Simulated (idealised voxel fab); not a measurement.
The following is a process module called voxel ribs on slabs.
Each square cell in cross-section cut measures 5 nm, and the section as a whole is 170 nm wide.
Cross-section = grid of square cells, listed top down in bands; band = one or more rows.
Basically the band line says how high the top is and how high the bottom is, in nm, and then what's in it from left to right, every material with its width in nm. Empty space shows up as "blank", and if a single material carries "edge to edge" it runs the full band edge to edge.
Where do heights start? At 0: under that level the wafer as delivered is made of one material only. And the lowest band has no floor; it just carries on downward, as in "0 nm and below".
Quick explanation for "30 to 40": the width changes in equal steps down the rows of cells, from the first number in the band's top row to the second number in its bottom row.
Take "remained the same" at face value: in the step it is given for, the cross-section changed in none of its cells.
Heads up: "Cavities, sealed" only lists the empty pockets with no open path to the top that are 8 cells or more, and it writes them as width x height at distance, distance from the left edge, in nm.
The remark found on a step's line after its settings is issued by the simulator itself and pertains to that step.
overlay nm: where the mask lay relative to plan, measured to the right, on steps with a mask; negatives go left.

Steps in the process plan:
step 1: RECEIVE with material Si
step 2: DIRECTIONAL_DEP with material SiO2, thk nm 30
step 3: DIRECTIONAL_DEP with material SiN, thk nm 15
step 4: PATTERN with tone cover, mask id RIB, material resist, width nm 30, thk nm 20, overlay nm 0
step 5: DIRECTIONAL_ETCH with etch materials SiN, depth nm 10
step 6: STRIP with etch materials resist
step 7: DIRECTIONAL_DEP with material aC, thk nm 10
step 8: PATTERN with tone cover, mask id SLAB, material resist, width nm 60, thk nm 25, overlay nm 0
step 9: DIRECTIONAL_ETCH with etch materials aC, depth nm 10
step 10: STRIP with etch materials resist
step 11: DIRECTIONAL_ETCH with etch materials SiN, depth nm 5
step 12: STRIP with etch materials aC
step 13: FILL_DEP with material SiO2, thk nm 30
step 14: CMP with height nm 65
step 15: DIRECTIONAL_DEP with material W, thk nm 5
step 16: PATTERN with tone cover, mask id HEATER, material resist, width nm 40, thk nm 20, overlay nm 0
step 17: DIRECTIONAL_ETCH with etch materials W, depth nm 5
step 18: STRIP with etch materials resist
step 19: CONFORMAL_DEP with material SiN, thk nm 10

The cross-section here shows the wafer as received, i.e. in its state after step 1:
	0 nm and below  Si edge to edge
	Cavities, sealed: none

Here's the cross-section of the first of our two wafers at the end of the module - it ran as planned:
	80 nm to 75 nm  blank 55 / SiN 60 / blank 55
	75 nm to 70 nm  SiN edge to edge
	70 nm to 65 nm  SiN 65 / W 40 / SiN 65
	65 nm to 45 nm  SiO2 edge to edge
	45 nm to 35 nm  SiO2 70 / SiN 30 / SiO2 70
	35 nm to 30 nm  SiO2 55 / SiN 60 / SiO2 55
	30 nm to 0 nm  SiO2 edge to edge
	0 nm and below  Si edge to edge
	Cavities, sealed: none

Second of two wafers, module complete, sectioned: it shares the first wafer's start and plan but was run with one mistake:
	70 nm to 65 nm  blank 65 / W 40 / blank 65
	65 nm to 45 nm  SiO2 edge to edge
	45 nm to 35 nm  SiO2 70 / SiN 30 / SiO2 70
	35 nm to 30 nm  SiO2 55 / SiN 60 / SiO2 55
	30 nm to 0 nm  SiO2 edge to edge
	0 nm and below  Si edge to edge
	Cavities, sealed: none
Deviation noted in wafer processing: step 19 of the plan never got run, it was skipped over
At the finish, the second wafer shows more or fewer cells for some materials than the first does: 72 fewer of SiN
